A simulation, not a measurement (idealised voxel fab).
Herein follows the process module entitled voxel trench capacitor.
The cross-section on display is named cut; it measures 210 nm wide, and its cells are 5 nm squares.
Cross-section, as written here: a square-cell grid given band by band from the top down, where a band holds one or more rows of cells. This entry defines a band. It first specifies the height of the band's top and the height of its bottom in nm, and then specifies the band's materials from left to right, stating each material with its width in nm. The word "full width" identifies a single material that fills the band from edge to edge, while the word "empty" identifies empty space. Counting heights begins at 0, where everything beneath is, in the wafer as received, one material. The lowest band has no bottom; it goes on downwards, as "0 -> down" shows. The expression "30->40" gives the width at the extremes of the band, the first number at its top row of cells and the second at its bottom row, with the width changing by equal amounts from each row to the next in between. Reading "no change" for a step: not a cell of the cross-section changed in it. For the entry "Internal closed voids", the listed items are empty spaces with no open way to the top whose size is 8 cells or more; each item follows the pattern width x height at distance, where distance is from the left edge and all three are in nm. Step line, after settings: the simulator's comment on this step. The optional step-line setting "overlay nm" applies to steps with a mask and quantifies how far to the right of its planned location the mask lay, a negative value indicating leftward placement.
Process steps - plan:
1,RECEIVE,material Si
2,CONFORMAL_DEP,material SiN,thk nm 10
3,DIRECTIONAL_DEP,material aC,thk nm 10
4,PATTERN,tone open,mask id TRENCH,material resist,width nm 25,pitch nm 50,thk nm 25,overlay nm 0
5,DIRECTIONAL_ETCH,etch materials aC,depth nm 10
6,STRIP,etch materials resist
7,DIRECTIONAL_ETCH,etch materials SiN,depth nm 10
8,DIRECTIONAL_ETCH,etch materials Si,depth nm 30
9,STRIP,etch materials aC
10,CONFORMAL_DEP,material SiO2,thk nm 5
11,FILL_DEP,material polySi,thk nm 5
12,CMP,height nm 10
First of two wafers, with the run carried out as planned:
Incoming wafer in cross-section (state: after step 1):
* 0 -> down = Si full width
* Internal closed voids: none
So this is the wafer cross-section right after step 2:
* 10 -> 0 = SiN full width
* Below 0, the layers are the same as they were.
So this is the wafer cross-section right after step 3:
* 20 -> 10 = aC full width
* Below 10, the layers are the same as they were.
So this is the wafer cross-section right after step 4:
* 45 -> 20 = resist=15, empty=25, resist=25, empty=25, resist=25, empty=25, resist=25, empty=25, resist=20
* Below 20, the layers are the same as they were.
So this is the wafer cross-section right after step 5:
* 35 -> 20 = resist=15, empty=25, resist=25, empty=25, resist=25, empty=25, resist=25, empty=25, resist=20
* 20 -> 10 = aC=15, empty=25, aC=25, empty=25, aC=25, empty=25, aC=25, empty=25, aC=20
* Below 10, the layers are the same as they were.
So this is the wafer cross-section right after step 6:
* 20 -> 10 = aC=15, empty=25, aC=25, empty=25, aC=25, empty=25, aC=25, empty=25, aC=20
* Below 10, the layers are the same as they were.
So this is the wafer cross-section right after step 7:
* 20 -> 10 = aC=15, empty=25, aC=25, empty=25, aC=25, empty=25, aC=25, empty=25, aC=20
* 10 -> 0 = SiN=15, empty=25, SiN=25, empty=25, SiN=25, empty=25, SiN=25, empty=25, SiN=20
* Below 0, the layers are the same as they were.
So this is the wafer cross-section right after step 8:
* 20 -> 10 = aC=15, empty=25, aC=25, empty=25, aC=25, empty=25, aC=25, empty=25, aC=20
* 10 -> 0 = SiN=15, empty=25, SiN=25, empty=25, SiN=25, empty=25, SiN=25, empty=25, SiN=20
* 0 -> -30 = Si=15, empty=25, Si=25, empty=25, Si=25, empty=25, Si=25, empty=25, Si=20
* Below -30, the layers are the same as they were.
So this is the wafer cross-section right after step 9:
* 10 -> 0 = SiN=15, empty=25, SiN=25, empty=25, SiN=25, empty=25, SiN=25, empty=25, SiN=20
* Below 0, the layers are the same as they were.
So this is the wafer cross-section right after step 10:
* 15 -> 10 = SiO2=20, empty=15, SiO2=35, empty=15, SiO2=35, empty=15, SiO2=35, empty=15, SiO2=25
* 10 -> 0 = SiN=15, SiO2=5, empty=15, SiO2=5, SiN=25, SiO2=5, empty=15, SiO2=5, SiN=25, SiO2=5, empty=15, SiO2=5, SiN=25, SiO2=5, empty=15, SiO2=5, SiN=20
* 0 -> -25 = Si=15, SiO2=5, empty=15, SiO2=5, Si=25, SiO2=5, empty=15, SiO2=5, Si=25, SiO2=5, empty=15, SiO2=5, Si=25, SiO2=5, empty=15, SiO2=5, Si=20
* -25 -> -30 = Si=15, SiO2=25, Si=25, SiO2=25, Si=25, SiO2=25, Si=25, SiO2=25, Si=20
* Below -30, the layers are the same as they were.
So this is the wafer cross-section right after step 11:
* 20 -> 15 = polySi full width
* 15 -> 10 = SiO2=20, polySi=15, SiO2=35, polySi=15, SiO2=35, polySi=15, SiO2=35, polySi=15, SiO2=25
* 10 -> 0 = SiN=15, SiO2=5, polySi=15, SiO2=5, SiN=25, SiO2=5, polySi=15, SiO2=5, SiN=25, SiO2=5, polySi=15, SiO2=5, SiN=25, SiO2=5, polySi=15, SiO2=5, SiN=20
* 0 -> -25 = Si=15, SiO2=5, polySi=15, SiO2=5, Si=25, SiO2=5, polySi=15, SiO2=5, Si=25, SiO2=5, polySi=15, SiO2=5, Si=25, SiO2=5, polySi=15, SiO2=5, Si=20
* Below -25, the layers are the same as they were.
So this is the wafer cross-section right after step 12:
* 10 -> 0 = SiN=15, SiO2=5, polySi=15, SiO2=5, SiN=25, SiO2=5, polySi=15, SiO2=5, SiN=25, SiO2=5, polySi=15, SiO2=5, SiN=25, SiO2=5, polySi=15, SiO2=5, SiN=20
* Below 0, the layers are the same as they were.
Wafer two. Same start, same plan, one slip in execution. Same as wafer one through step 3, inclusive:
When step 4 should have ended:
* 45 -> 20 = resist=20, empty=25, resist=25, empty=25, resist=25, empty=25, resist=25, empty=25, resist=15
* Below 20, the layers are the same as they were.
When step 5 should have ended:
* 35 -> 20 = resist=20, empty=25, resist=25, empty=25, resist=25, empty=25, resist=25, empty=25, resist=15
* 20 -> 10 = aC=20, empty=25, aC=25, empty=25, aC=25, empty=25, aC=25, empty=25, aC=15
* Below 10, the layers are the same as they were.
When step 6 should have ended:
* 20 -> 10 = aC=20, empty=25, aC=25, empty=25, aC=25, empty=25, aC=25, empty=25, aC=15
* Below 10, the layers are the same as they were.
When step 7 should have ended:
* 20 -> 10 = aC=20, empty=25, aC=25, empty=25, aC=25, empty=25, aC=25, empty=25, aC=15
* 10 -> 0 = SiN=20, empty=25, SiN=25, empty=25, SiN=25, empty=25, SiN=25, empty=25, SiN=15
* Below 0, the layers are the same as they were.
When step 8 should have ended:
* 20 -> 10 = aC=20, empty=25, aC=25, empty=25, aC=25, empty=25, aC=25, empty=25, aC=15
* 10 -> 0 = SiN=20, empty=25, SiN=25, empty=25, SiN=25, empty=25, SiN=25, empty=25, SiN=15
* 0 -> -30 = Si=20, empty=25, Si=25, empty=25, Si=25, empty=25, Si=25, empty=25, Si=15
* Below -30, the layers are the same as they were.
When step 9 should have ended:
* 10 -> 0 = SiN=20, empty=25, SiN=25, empty=25, SiN=25, empty=25, SiN=25, empty=25, SiN=15
* Below 0, the layers are the same as they were.
When step 10 should have ended:
* 15 -> 10 = SiO2=25, empty=15, SiO2=35, empty=15, SiO2=35, empty=15, SiO2=35, empty=15, SiO2=20
* 10 -> 0 = SiN=20, SiO2=5, empty=15, SiO2=5, SiN=25, SiO2=5, empty=15, SiO2=5, SiN=25, SiO2=5, empty=15, SiO2=5, SiN=25, SiO2=5, empty=15, SiO2=5, SiN=15
* 0 -> -25 = Si=20, SiO2=5, empty=15, SiO2=5, Si=25, SiO2=5, empty=15, SiO2=5, Si=25, SiO2=5, empty=15, SiO2=5, Si=25, SiO2=5, empty=15, SiO2=5, Si=15
* -25 -> -30 = Si=20, SiO2=25, Si=25, SiO2=25, Si=25, SiO2=25, Si=25, SiO2=25, Si=15
* Below -30, the layers are the same as they were.
When step 11 should have ended:
* 20 -> 15 = polySi full width
* 15 -> 10 = SiO2=25, polySi=15, SiO2=35, polySi=15, SiO2=35, polySi=15, SiO2=35, polySi=15, SiO2=20
* 10 -> 0 = SiN=20, SiO2=5, polySi=15, SiO2=5, SiN=25, SiO2=5, polySi=15, SiO2=5, SiN=25, SiO2=5, polySi=15, SiO2=5, SiN=25, SiO2=5, polySi=15, SiO2=5, SiN=15
* 0 -> -25 = Si=20, SiO2=5, polySi=15, SiO2=5, Si=25, SiO2=5, polySi=15, SiO2=5, Si=25, SiO2=5, polySi=15, SiO2=5, Si=25, SiO2=5, polySi=15, SiO2=5, Si=15
* Below -25, the layers are the same as they were.
When step 12 should have ended:
* 10 -> 0 = SiN=20, SiO2=5, polySi=15, SiO2=5, SiN=25, SiO2=5, polySi=15, SiO2=5, SiN=25, SiO2=5, polySi=15, SiO2=5, SiN=25, SiO2=5, polySi=15, SiO2=5, SiN=15
* Below 0, the layers are the same as they were.
So what did we get wrong on this run? step 4 was not run as planned; what actually ran was PATTERN,tone open,mask id TRENCH,material resist,width nm 25,pitch nm 50,thk nm 25,overlay nm 5
Same inventory, different map: at the end, the second wafer holds as many cells of each material as the first, placed elsewhere.
